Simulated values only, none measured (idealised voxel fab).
process module | voxel wiring stack
cross-section cut | 215 nm wide | cells 5 nm
A cross-section is a grid of square cells, given in bands from the top down. A band is one or more rows of cells.
Each band's line starts with the height of the band's top and of its bottom, in nm. Then come its materials from left to right, each with its width in nm. One material with "throughout" fills the band from edge to edge. "air" is empty space.
Height 0 is the level under which the wafer as received is all one material. The lowest band goes on downwards, as in "0 down".
A width such as "30 to 40" changes by the same amount from each row of cells to the next, from the band's top row to its bottom row.
"no change" after a step means that no cell of the cross-section changed.
closed voids: empty space of 8 cells or more with no open way to the top, each as width x height at its distance from the left edge, in nm
after a step's settings: what the simulator itself notes on the step
overlay nm, on a step with a mask: how far to the right of its planned place the mask lay; to the left if negative
plan
1 op RECEIVE | material Si
2 op CONFORMAL_DEP | material SiO2 | thk nm 15
3 op DIRECTIONAL_DEP | material TiN | thk nm 5
4 op DIRECTIONAL_DEP | material Ru | thk nm 25
5 op PATTERN | tone cover | mask id METAL_1 | material resist | width nm 25 | pitch nm 45 | thk nm 20 | overlay nm 0
6 op DIRECTIONAL_ETCH | etch materials Ru | depth nm 25
7 op DIRECTIONAL_ETCH | etch materials TiN | depth nm 5
8 op STRIP | etch materials resist
9 op FILL_DEP | material lowk | thk nm 5
10 op CMP | height nm 45
11 op CONFORMAL_DEP | material SiCN | thk nm 5
12 op DIRECTIONAL_DEP | material lowk | thk nm 20
13 op PATTERN | tone open | mask id PLUG_1 | material resist | width nm 15 | pitch nm 45 | thk nm 20 | overlay nm 0
14 op DIRECTIONAL_ETCH | etch materials lowk | depth nm 20
15 op DIRECTIONAL_ETCH | etch materials SiCN | depth nm 5
16 op STRIP | etch materials resist
17 op EPI | material Ru | thk nm 10
18 op EPI | material Ru | thk nm 10
19 op EPI | material Ru | thk nm 5
20 op DIRECTIONAL_DEP | material TiN | thk nm 5
21 op DIRECTIONAL_DEP | material W | thk nm 15
22 op PATTERN | tone cover | mask id METAL_2 | material resist | width nm 25 | pitch nm 45 | thk nm 15 | overlay nm 0
23 op DIRECTIONAL_ETCH | etch materials W | depth nm 15
24 op DIRECTIONAL_ETCH | etch materials TiN | depth nm 5
25 op STRIP | etch materials resist
26 op CONFORMAL_DEP | material SiN | thk nm 5
27 op FILL_DEP | material SiO2 | thk nm 5
28 op CMP | height nm 90
29 op CONFORMAL_DEP | material SiN | thk nm 5
as received, after step 1
  0 down: Si throughout
  closed voids: none
a wafer at the end: this start, this plan, one mistake
  95 to 90: SiN throughout
  90 to 75: W 50 | SiN 5 | SiO2 15 | SiN 5 | W 20 | SiN 5 | SiO2 15 | SiN 5 | W 20 | SiN 5 | SiO2 15 | SiN 5 | W 50
  75 to 70: TiN 50 | SiN 25 | TiN 20 | SiN 25 | TiN 20 | SiN 25 | TiN 50
  70 to 50: lowk 50 | Ru 15 | lowk 30 | Ru 15 | lowk 30 | Ru 15 | lowk 60
  50 to 45: SiCN 50 | Ru 15 | SiCN 30 | Ru 15 | SiCN 30 | Ru 15 | SiCN 60
  45 to 20: lowk 50 | Ru 25 | lowk 20 | Ru 25 | lowk 20 | Ru 25 | lowk 50
  20 to 15: lowk 50 | TiN 25 | lowk 20 | TiN 25 | lowk 20 | TiN 25 | lowk 50
  15 to 0: SiO2 throughout
  0 down: Si throughout
  closed voids: none
what went wrong: step 22 ran as: op PATTERN | tone open | mask id METAL_2 | material resist | width nm 25 | pitch nm 45 | thk nm 15 | overlay nm 0
